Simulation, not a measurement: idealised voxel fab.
You're looking at the process module voxel local oxidation.
For reference, the cross-section in this document is cut, with width 145 nm and square cells of 5 nm.
Format of a cross-section: grid, square cells. Given as bands. Order: top down. Band: one or more rows of cells.
What a band's entry tells you: where the top is and where the bottom is, as heights in nm, and after that what lies inside, material by material from left to right, each with its width in nm. Empty space is written as the word "blank", and a single material marked with the word "throughout" occupies the band from edge to edge.
Where do heights start? At 0: under that level the wafer as delivered is made of one material only. And the lowest band has no floor; it just carries on downward, as in "0 -> down".
The expression "30 to 40" gives the width at the extremes of the band, the first number at its top row of cells and the second at its bottom row, with the width changing by equal amounts from each row to the next in between.
The cross-section has no changed cell in any step marked "remains unaltered".
Under "Entrapped void list" you'll find the enclosed gaps, the ones with no way out to the top, that are 8 cells or bigger; each reads width x height at distance, with distance counted from the left edge, everything in nm.
On a step's line, text after the settings is the simulator commenting on that step.
If you see "overlay nm" on a step's line and that step has a mask, it's telling you how far right of where it was planned the mask ended up; a negative number means it went left instead.

## Process steps foreseen in the plan
1) RECEIVE: material Si
2) CONFORMAL_DEP: material SiO2, thk nm 5
3) CONFORMAL_DEP: material SiN, thk nm 10
4) PATTERN: tone cover, mask id ACTIVE, material resist, width nm 115, thk nm 20, overlay nm 0
5) DIRECTIONAL_ETCH: etch materials SiN, depth nm 10
6) STRIP: etch materials resist
7) SELECTIVE_ETCH: etch materials SiO2, depth nm 5
8) OXIDIZE: depth nm 10
9) STRIP: etch materials SiN

## Wafer as received: cross-section following step 1
	0 -> down: Si throughout
	Entrapped void list: none

## What the wafer looks like in cross-section after this module, when it starts as shown above and follows the plan above but one mistake is made in running it
	0 -> -10: 25 nm SiO2  95 nm Si  25 nm SiO2
	-10 -> down: Si throughout
	Entrapped void list: none
Finding, execution versus plan: step 2 of the plan was jumped over and never run
